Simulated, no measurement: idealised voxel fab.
process module | voxel trench capacitor
cross-section cut | 140 nm wide | cells 5 nm
A cross-section is a grid of square cells, given in bands from the top down. A band is one or more rows of cells.
Each band's line starts with the height of the band's top and of its bottom, in nm. Then come its materials from left to right, each with its width in nm. One material with "throughout" fills the band from edge to edge. "air" is empty space.
Height 0 is the level under which the wafer as received is all one material. The lowest band goes on downwards, as in "0 down".
A width such as "30 to 40" changes by the same amount from each row of cells to the next, from the band's top row to its bottom row.
"no change" after a step means that no cell of the cross-section changed.
closed voids: empty space of 8 cells or more with no open way to the top, each as width x height at its distance from the left edge, in nm
after a step's settings: what the simulator itself notes on the step
overlay nm, on a step with a mask: how far to the right of its planned place the mask lay; to the left if negative
plan
1 op RECEIVE | material Si
2 op CONFORMAL_DEP | material SiN | thk nm 10
3 op MASKED_ETCH | tone open | mask id TRENCH | width nm 20 | pitch nm 35 | etch materials SiN | depth nm 10 | overlay nm 0
4 op MASKED_ETCH | tone open | mask id TRENCH | width nm 20 | pitch nm 35 | etch materials Si | depth nm 35 | overlay nm 0
5 op CONFORMAL_DEP | material Al2O3 | thk nm 5
6 op FILL_DEP | material polySi | thk nm 5
7 op CMP | height nm 10
as received, after step 1
  0 down: Si throughout
  closed voids: none
first wafer at the end, as planned
  10 to 0: SiN 40 | Al2O3 5 | polySi 10 | Al2O3 5 | SiN 15 | Al2O3 5 | polySi 10 | Al2O3 5 | SiN 45
  0 to -30: Si 40 | Al2O3 5 | polySi 10 | Al2O3 5 | Si 15 | Al2O3 5 | polySi 10 | Al2O3 5 | Si 45
  -30 to -35: Si 40 | Al2O3 20 | Si 15 | Al2O3 20 | Si 45
  -35 down: Si throughout
  closed voids: none
second wafer at the end: like start, like plan, one mistake
  10 to 0: SiN 45 | Al2O3 5 | polySi 5 | Al2O3 5 | SiN 20 | Al2O3 5 | polySi 5 | Al2O3 5 | SiN 45
  0 to -30: Si 45 | Al2O3 5 | polySi 5 | Al2O3 5 | Si 20 | Al2O3 5 | polySi 5 | Al2O3 5 | Si 45
  -30 to -35: Si 45 | Al2O3 15 | Si 20 | Al2O3 15 | Si 45
  -35 down: Si throughout
  closed voids: none
what went wrong: step 3 ran as: op MASKED_ETCH | tone open | mask id TRENCH | width nm 15 | pitch nm 35 | etch materials SiN | depth nm 10 | overlay nm 0
at the end the second wafer has, in cells: 2 fewer of Al2O3 | 14 more of Si | 4 more of SiN | 16 fewer of polySi
